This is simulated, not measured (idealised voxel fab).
process module | voxel quadruple lines
cross-section cut | 290 nm wide | cells 5 nm
A cross-section is a grid of square cells, given in bands from the top down. A band is one or more rows of cells.
Each band's line starts with the height of the band's top and of its bottom, in nm. Then come its materials from left to right, each with its width in nm. One material with "throughout" fills the band from edge to edge. "air" is empty space.
Height 0 is the level under which the wafer as received is all one material. The lowest band goes on downwards, as in "0 down".
A width such as "30 to 40" changes by the same amount from each row of cells to the next, from the band's top row to its bottom row.
"no change" after a step means that no cell of the cross-section changed.
closed voids: empty space of 8 cells or more with no open way to the top, each as width x height at its distance from the left edge, in nm
after a step's settings: what the simulator itself notes on the step
overlay nm, on a step with a mask: how far to the right of its planned place the mask lay; to the left if negative
plan
1 op RECEIVE | material Si
2 op CONFORMAL_DEP | material Al2O3 | thk nm 5
3 op DIRECTIONAL_DEP | material W | thk nm 10
4 op DIRECTIONAL_DEP | material polySi | thk nm 15
5 op DIRECTIONAL_DEP | material aC | thk nm 20
6 op PATTERN | tone cover | mask id MANDREL | material resist | width nm 35 | pitch nm 100 | thk nm 30 | overlay nm 0
7 op DIRECTIONAL_ETCH | etch materials aC | depth nm 20
8 op STRIP | etch materials resist
9 op CONFORMAL_DEP | material SiO2 | thk nm 15
10 op DIRECTIONAL_ETCH | etch materials SiO2 | depth nm 15
11 op STRIP | etch materials aC
12 op DIRECTIONAL_ETCH | etch materials polySi | depth nm 15
13 op STRIP | etch materials SiO2
14 op CONFORMAL_DEP | material SiCN | thk nm 10
15 op DIRECTIONAL_ETCH | etch materials SiCN | depth nm 10
16 op STRIP | etch materials polySi
17 op DIRECTIONAL_ETCH | etch materials W | depth nm 10
18 op STRIP | etch materials SiCN
19 op FILL_DEP | material SiO2 | thk nm 5
20 op CMP | height nm 15
as received, after step 1
  0 down: Si throughout
  closed voids: none
a wafer at the end: this start, this plan, one mistake
  15 to 5: SiCN 50 | W 10 | SiCN 15 | W 10 | SiCN 15 | W 10 | SiCN 15 | W 10 | SiCN 15 | W 10 | SiCN 15 | W 10 | SiCN 15 | W 10 | SiCN 15 | W 10 | SiCN 55
  5 to 0: Al2O3 throughout
  0 down: Si throughout
  closed voids: none
what went wrong: step 19 ran as: op FILL_DEP | material SiCN | thk nm 5
